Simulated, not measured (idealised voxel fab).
process module | voxel self aligned vias
cross-section cut | 285 nm wide | cells 5 nm
A cross-section is a grid of square cells, given in bands from the top down. A band is one or more rows of cells.
Each band's line starts with the height of the band's top and of its bottom, in nm. Then come its materials from left to right, each with its width in nm. One material with "throughout" fills the band from edge to edge. "air" is empty space.
Height 0 is the level under which the wafer as received is all one material. The lowest band goes on downwards, as in "0 down".
A width such as "30 to 40" changes by the same amount from each row of cells to the next, from the band's top row to its bottom row.
"no change" after a step means that no cell of the cross-section changed.
closed voids: empty space of 8 cells or more with no open way to the top, each as width x height at its distance from the left edge, in nm
after a step's settings: what the simulator itself notes on the step
overlay nm, on a step with a mask: how far to the right of its planned place the mask lay; to the left if negative
plan
1 op RECEIVE | material Si
2 op CONFORMAL_DEP | material SiO2 | thk nm 10
3 op CONFORMAL_DEP | material SiCN | thk nm 5
4 op DIRECTIONAL_DEP | material SiO2 | thk nm 30
5 op MASKED_ETCH | tone open | mask id LINES | width nm 25 | pitch nm 60 | etch materials SiO2 | depth nm 30 | overlay nm 0
6 op CONFORMAL_DEP | material TiN | thk nm 5
7 op FILL_DEP | material Ru | thk nm 5
8 op CMP | height nm 45
9 op SELECTIVE_ETCH | etch materials W Ru TiN | depth nm 10
10 op FILL_DEP | material SiN | thk nm 5
11 op CMP | height nm 45
12 op DIRECTIONAL_DEP | material SiO2 | thk nm 20
13 op DIRECTIONAL_DEP | material aC | thk nm 10
14 op PATTERN | tone open | mask id VIAS | material resist | width nm 45 | pitch nm 60 | thk nm 30 | overlay nm 0
15 op DIRECTIONAL_ETCH | etch materials aC | depth nm 10
16 op STRIP | etch materials resist
17 op DIRECTIONAL_ETCH | etch materials SiO2 | depth nm 20
18 op DIRECTIONAL_ETCH | etch materials SiN | depth nm 10
19 op STRIP | etch materials aC
20 op CONFORMAL_DEP | material TiN | thk nm 5
21 op FILL_DEP | material Ru | thk nm 10
22 op CMP | height nm 65
23 op CONFORMAL_DEP | material SiCN | thk nm 5
as received, after step 1
  0 down: Si throughout
  closed voids: none
first wafer at the end, as planned
  70 to 65: SiCN throughout
  65 to 50: SiO2 90 | TiN 5 | Ru 35 | TiN 5 | SiO2 15 | TiN 5 | Ru 35 | TiN 5 | SiO2 90
  50 to 40: SiO2 90 to 100 | TiN 15 to 5 | Ru 15 | TiN 15 to 5 | SiO2 15 to 35 | TiN 15 to 5 | Ru 15 | TiN 15 to 5 | SiO2 90 to 100
  40 to 35: SiO2 100 | TiN 25 | SiO2 35 | TiN 25 | SiO2 100
  35 to 20: SiO2 100 | TiN 5 | Ru 15 | TiN 5 | SiO2 35 | TiN 5 | Ru 15 | TiN 5 | SiO2 100
  20 to 15: SiO2 100 | TiN 25 | SiO2 35 | TiN 25 | SiO2 100
  15 to 10: SiCN throughout
  10 to 0: SiO2 throughout
  0 down: Si throughout
  closed voids: none
second wafer at the end: like start, like plan, one mistake
  70 to 65: W throughout
  65 to 50: SiO2 90 | TiN 5 | Ru 35 | TiN 5 | SiO2 15 | TiN 5 | Ru 35 | TiN 5 | SiO2 90
  50 to 40: SiO2 90 to 100 | TiN 15 to 5 | Ru 15 | TiN 15 to 5 | SiO2 15 to 35 | TiN 15 to 5 | Ru 15 | TiN 15 to 5 | SiO2 90 to 100
  40 to 35: SiO2 100 | TiN 25 | SiO2 35 | TiN 25 | SiO2 100
  35 to 20: SiO2 100 | TiN 5 | Ru 15 | TiN 5 | SiO2 35 | TiN 5 | Ru 15 | TiN 5 | SiO2 100
  20 to 15: SiO2 100 | TiN 25 | SiO2 35 | TiN 25 | SiO2 100
  15 to 10: SiCN throughout
  10 to 0: SiO2 throughout
  0 down: Si throughout
  closed voids: none
what went wrong: step 23 ran as: op CONFORMAL_DEP | material W | thk nm 5
at the end the second wafer has, in cells: 57 fewer of SiCN | 57 more of W
